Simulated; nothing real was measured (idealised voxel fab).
The process module that follows is named voxel released beams.
Square cell edge 5 nm, section width 205 nm, ID cut.
A cross-section in this document is a grid of square cells, and it is written down as bands, the top band listed before the ones below it; a band is made up of one or more rows of cells.
Band: top and bottom heights (nm) first, top before bottom; then materials from left to right, widths in nm. "all across" marks a sole material filling the band edge to edge. "empty" denotes empty space.
Zero point of the height axis is 0; under it, received wafer = one material. Lowest band: continues down indefinitely, "0 nm and below".
The width entry "30..40" should be interpreted row by row: the top row of cells in the band takes the first number, the bottom row takes the second number, and the change between adjacent rows is uniform throughout.
A step reported as "all unchanged" is a step in which no cell of the cross-section changed.
The entry titled "Unvented internal voids" provides the empty spaces that have no open way to the top, restricted to those of 8 cells or more. Each is presented as width x height at distance, the distance being measured from the left edge, with all three in nm.
On each step's line, the part that comes after the settings is the simulator's own comment on the step.
What "overlay nm" on a step's line means: if the step has a mask, that mask lay this far to the right of its planned place, or, when the value is negative, to the left.
Steps planned for the process
1) RECEIVE (material Si)
2) CONFORMAL_DEP (material SiN; thk nm 5)
3) DIRECTIONAL_DEP (material SiO2; thk nm 20)
4) MASKED_ETCH (tone open; mask id ANCHOR; width nm 45; etch materials SiO2; depth nm 20; overlay nm 0)
5) CONFORMAL_DEP (material W; thk nm 15)
6) DIRECTIONAL_DEP (material aC; thk nm 15)
7) PATTERN (tone cover; mask id BEAM; material resist; width nm 120; thk nm 35; overlay nm 0)
8) DIRECTIONAL_ETCH (etch materials aC; depth nm 15)
9) STRIP (etch materials resist)
10) DIRECTIONAL_ETCH (etch materials W; depth nm 15)
11) STRIP (etch materials aC)
12) STRIP (etch materials SiO2)
Wafer at receipt (post step 1), cross-section
	0 nm and below = Si all across
	Unvented internal voids: none
One mistake in running the module, otherwise start and plan as above: cross-section at the end
	40 nm to 25 nm = 50 of empty, then 10 of W, then 15 of empty, then 95 of W, then 35 of empty
	25 nm to 20 nm = 45 of empty, then 15 of W, then 15 of empty, then 15 of W, then 115 of empty
	20 nm to 5 nm = 45 of empty, then 45 of W, then 115 of empty
	5 nm to 0 nm = SiN all across
	0 nm and below = Si all across
	Unvented internal voids: none
what went wrong: step 7 was processed under conditions differing from the plan, specifically as PATTERN (tone cover; mask id BEAM; material resist; width nm 120; thk nm 35; overlay nm 10)
